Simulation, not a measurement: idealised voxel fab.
Process module under the name voxel ribs on slabs
The cross-section on display is named cut; it measures 240 nm wide, and its cells are 5 nm squares.
In what follows, cross-sections appear as grids of square cells, described through bands that run from the top down, where every band is one or more rows of cells.
Basically the band line says how high the top is and how high the bottom is, in nm, and then what's in it from left to right, every material with its width in nm. Empty space shows up as "empty", and if a single material carries "edge to edge" it runs the full band edge to edge.
The level at which height equals 0 is the one under which the wafer, as it arrives, is entirely one material. No lower edge exists for the bottom band, which continues downward and is notated as in "0 and below".
The width entry "30..40" should be interpreted row by row: the top row of cells in the band takes the first number, the bottom row takes the second number, and the change between adjacent rows is uniform throughout.
Key: "no change" - step with no changed cell in the cross-section.
The label "Closed internal cavities" introduces a list of the empty spaces, 8 cells or larger, that have no open way up to the top; each entry in it reads width x height at distance, where the distance is taken from the left edge and all three are stated in nm.
Whatever follows a step's settings on its line is a remark the simulator itself makes about that step.
The setting "overlay nm" may be written on the line of a step. When the step uses a mask, the value reports how far to the right of the planned place the mask lay, and a negative value reports that it lay to the left.
**Set out below are the planned steps of the process**
1. RECEIVE,material Si
2. DIRECTIONAL_DEP,material SiO2,thk nm 30
3. DIRECTIONAL_DEP,material SiN,thk nm 25
4. MASKED_ETCH,tone cover,mask id RIB,width nm 30,etch materials SiN,depth nm 20,overlay nm 0
5. PATTERN,tone cover,mask id SLAB,material resist,width nm 80,thk nm 20,overlay nm 0
6. DIRECTIONAL_ETCH,etch materials SiN,depth nm 5
7. STRIP,etch materials resist
8. FILL_DEP,material SiO2,thk nm 20
9. CMP,height nm 65
10. DIRECTIONAL_DEP,material TiN,thk nm 5
11. MASKED_ETCH,tone cover,mask id HEATER,width nm 40,etch materials TiN,depth nm 5,overlay nm 0
12. CONFORMAL_DEP,material SiO2,thk nm 10
**Delivered wafer in cross-section: state after step 1**
  0 and below  Si edge to edge
  Closed internal cavities: none
**Module complete, cross-section. Starting point and plan per above. One mistake made in running the module**
  80 down to 75  empty=90 | SiO2=60 | empty=90
  75 down to 70  SiO2 edge to edge
  70 down to 65  SiO2=100 | TiN=40 | SiO2=100
  65 down to 60  SiO2 edge to edge
  60 down to 40  SiO2=105 | SiN=30 | SiO2=105
  40 down to 35  SiO2=80 | SiN=80 | SiO2=80
  35 down to 30  SiN edge to edge
  30 down to 0  SiO2 edge to edge
  0 and below  Si edge to edge
  Closed internal cavities: none
Deviation noted in wafer processing: step 3 off recipe, ran as DIRECTIONAL_DEP,material SiN,thk nm 30
